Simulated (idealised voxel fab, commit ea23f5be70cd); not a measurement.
process module | voxel air gaps
cross-section cut | 165 nm wide | cells 5 nm
A cross-section is a grid of square cells, given in bands from the top down. A band is one or more rows of cells.
Each band's line starts with the height of the band's top and of its bottom, in nm. Then come its materials from left to right, each with its width in nm. One material with "throughout" fills the band from edge to edge. "air" is empty space.
Height 0 is the level under which the wafer as received is all one material. The lowest band goes on downwards, as in "0 down".
A width such as "30 to 40" changes by the same amount from each row of cells to the next, from the band's top row to its bottom row.
"no change" after a step means that no cell of the cross-section changed.
closed voids: empty space of 8 cells or more with no open way to the top, each as width x height at its distance from the left edge, in nm
after a step's settings: what the simulator itself notes on the step
overlay nm, on a step with a mask: how far to the right of its planned place the mask lay; to the left if negative
plan
1 op RECEIVE | material Si
2 op CONFORMAL_DEP | material SiO2 | thk nm 10
3 op CONFORMAL_DEP | material SiN | thk nm 5
4 op DIRECTIONAL_DEP | material lowk | thk nm 35
5 op PATTERN | tone open | mask id LINES | material resist | width nm 15 | pitch nm 40 | thk nm 15 | overlay nm 0
6 op DIRECTIONAL_ETCH | etch materials lowk | depth nm 35
7 op STRIP | etch materials resist
8 op CONFORMAL_DEP | material TiN | thk nm 5
9 op FILL_DEP | material W | thk nm 5
10 op CMP | height nm 50
11 op EPI | material Ru | thk nm 10
12 op SELECTIVE_ETCH | etch materials lowk | depth nm 45
13 op CONFORMAL_DEP | material SiCN | thk nm 5
first wafer, as planned
as received, after step 1
  0 down: Si throughout
  closed voids: none
after step 2
  10 to 0: SiO2 throughout
  below 0: unchanged
after step 3
  15 to 10: SiN throughout
  below 10: unchanged
after step 4
  50 to 15: lowk throughout
  below 15: unchanged
after step 5
  65 to 50: resist 35 | air 15 | resist 25 | air 15 | resist 25 | air 15 | resist 35
  below 50: unchanged
after step 6
  65 to 50: resist 35 | air 15 | resist 25 | air 15 | resist 25 | air 15 | resist 35
  50 to 15: lowk 35 | air 15 | lowk 25 | air 15 | lowk 25 | air 15 | lowk 35
  below 15: unchanged
after step 7
  50 to 15: lowk 35 | air 15 | lowk 25 | air 15 | lowk 25 | air 15 | lowk 35
  below 15: unchanged
after step 8
  55 to 50: TiN 40 | air 5 | TiN 35 | air 5 | TiN 35 | air 5 | TiN 40
  50 to 20: lowk 35 | TiN 5 | air 5 | TiN 5 | lowk 25 | TiN 5 | air 5 | TiN 5 | lowk 25 | TiN 5 | air 5 | TiN 5 | lowk 35
  20 to 15: lowk 35 | TiN 15 | lowk 25 | TiN 15 | lowk 25 | TiN 15 | lowk 35
  below 15: unchanged
after step 9
  60 to 55: W throughout
  55 to 50: TiN 40 | W 5 | TiN 35 | W 5 | TiN 35 | W 5 | TiN 40
  50 to 20: lowk 35 | TiN 5 | W 5 | TiN 5 | lowk 25 | TiN 5 | W 5 | TiN 5 | lowk 25 | TiN 5 | W 5 | TiN 5 | lowk 35
  below 20: unchanged
after step 10
  50 to 20: lowk 35 | TiN 5 | W 5 | TiN 5 | lowk 25 | TiN 5 | W 5 | TiN 5 | lowk 25 | TiN 5 | W 5 | TiN 5 | lowk 35
  below 20: unchanged
after step 11
  60 to 50: air 25 | Ru 35 | air 5 | Ru 35 | air 5 | Ru 35 | air 25
  below 50: unchanged
after step 12
  60 to 50: air 25 | Ru 35 | air 5 | Ru 35 | air 5 | Ru 35 | air 25
  50 to 20: air 35 | TiN 5 | W 5 | TiN 5 | air 25 | TiN 5 | W 5 | TiN 5 | air 25 | TiN 5 | W 5 | TiN 5 | air 35
  20 to 15: air 35 | TiN 15 | air 25 | TiN 15 | air 25 | TiN 15 | air 35
  below 15: unchanged
after step 13
  65 to 60: air 20 | SiCN 125 | air 20
  60 to 50: air 20 | SiCN 5 | Ru 35 | SiCN 5 | Ru 35 | SiCN 5 | Ru 35 | SiCN 5 | air 20
  50 to 45: air 20 | SiCN 15 | TiN 5 | W 5 | TiN 5 | SiCN 25 | TiN 5 | W 5 | TiN 5 | SiCN 25 | TiN 5 | W 5 | TiN 5 | SiCN 15 | air 20
  45 to 20: air 30 | SiCN 5 | TiN 5 | W 5 | TiN 5 | SiCN 5 | air 15 | SiCN 5 | TiN 5 | W 5 | TiN 5 | SiCN 5 | air 15 | SiCN 5 | TiN 5 | W 5 | TiN 5 | SiCN 5 | air 30
  20 to 15: SiCN 35 | TiN 15 | SiCN 25 | TiN 15 | SiCN 25 | TiN 15 | SiCN 35
  below 15: unchanged
  closed voids: 15 x 25 at 55; 15 x 25 at 95
second wafer: like start, like plan, one mistake. Through step 4 it matches the first wafer
when step 5 should have ended
  65 to 50: resist 40 | air 15 | resist 25 | air 15 | resist 25 | air 15 | resist 30
  below 50: unchanged
when step 6 should have ended
  65 to 50: resist 40 | air 15 | resist 25 | air 15 | resist 25 | air 15 | resist 30
  50 to 15: lowk 40 | air 15 | lowk 25 | air 15 | lowk 25 | air 15 | lowk 30
  below 15: unchanged
when step 7 should have ended
  50 to 15: lowk 40 | air 15 | lowk 25 | air 15 | lowk 25 | air 15 | lowk 30
  below 15: unchanged
when step 8 should have ended
  55 to 50: TiN 45 | air 5 | TiN 35 | air 5 | TiN 35 | air 5 | TiN 35
  50 to 20: lowk 40 | TiN 5 | air 5 | TiN 5 | lowk 25 | TiN 5 | air 5 | TiN 5 | lowk 25 | TiN 5 | air 5 | TiN 5 | lowk 30
  20 to 15: lowk 40 | TiN 15 | lowk 25 | TiN 15 | lowk 25 | TiN 15 | lowk 30
  below 15: unchanged
when step 9 should have ended
  60 to 55: W throughout
  55 to 50: TiN 45 | W 5 | TiN 35 | W 5 | TiN 35 | W 5 | TiN 35
  50 to 20: lowk 40 | TiN 5 | W 5 | TiN 5 | lowk 25 | TiN 5 | W 5 | TiN 5 | lowk 25 | TiN 5 | W 5 | TiN 5 | lowk 30
  below 20: unchanged
when step 10 should have ended
  50 to 20: lowk 40 | TiN 5 | W 5 | TiN 5 | lowk 25 | TiN 5 | W 5 | TiN 5 | lowk 25 | TiN 5 | W 5 | TiN 5 | lowk 30
  below 20: unchanged
when step 11 should have ended
  60 to 50: air 30 | Ru 35 | air 5 | Ru 35 | air 5 | Ru 35 | air 20
  below 50: unchanged
when step 12 should have ended
  60 to 50: air 30 | Ru 35 | air 5 | Ru 35 | air 5 | Ru 35 | air 20
  50 to 20: air 40 | TiN 5 | W 5 | TiN 5 | air 25 | TiN 5 | W 5 | TiN 5 | air 25 | TiN 5 | W 5 | TiN 5 | air 30
  20 to 15: air 40 | TiN 15 | air 25 | TiN 15 | air 25 | TiN 15 | air 30
  below 15: unchanged
when step 13 should have ended
  65 to 60: air 25 | SiCN 125 | air 15
  60 to 50: air 25 | SiCN 5 | Ru 35 | SiCN 5 | Ru 35 | SiCN 5 | Ru 35 | SiCN 5 | air 15
  50 to 45: air 25 | SiCN 15 | TiN 5 | W 5 | TiN 5 | SiCN 25 | TiN 5 | W 5 | TiN 5 | SiCN 25 | TiN 5 | W 5 | TiN 5 | SiCN 15 | air 15
  45 to 20: air 35 | SiCN 5 | TiN 5 | W 5 | TiN 5 | SiCN 5 | air 15 | SiCN 5 | TiN 5 | W 5 | TiN 5 | SiCN 5 | air 15 | SiCN 5 | TiN 5 | W 5 | TiN 5 | SiCN 5 | air 25
  20 to 15: SiCN 40 | TiN 15 | SiCN 25 | TiN 15 | SiCN 25 | TiN 15 | SiCN 30
  below 15: unchanged
  closed voids: 15 x 25 at 60; 15 x 25 at 100
what went wrong: step 5 ran as: op PATTERN | tone open | mask id LINES | material resist | width nm 15 | pitch nm 40 | thk nm 15 | overlay nm 5
at the end the second wafer has, in cells: as many of each material as the first, in other places
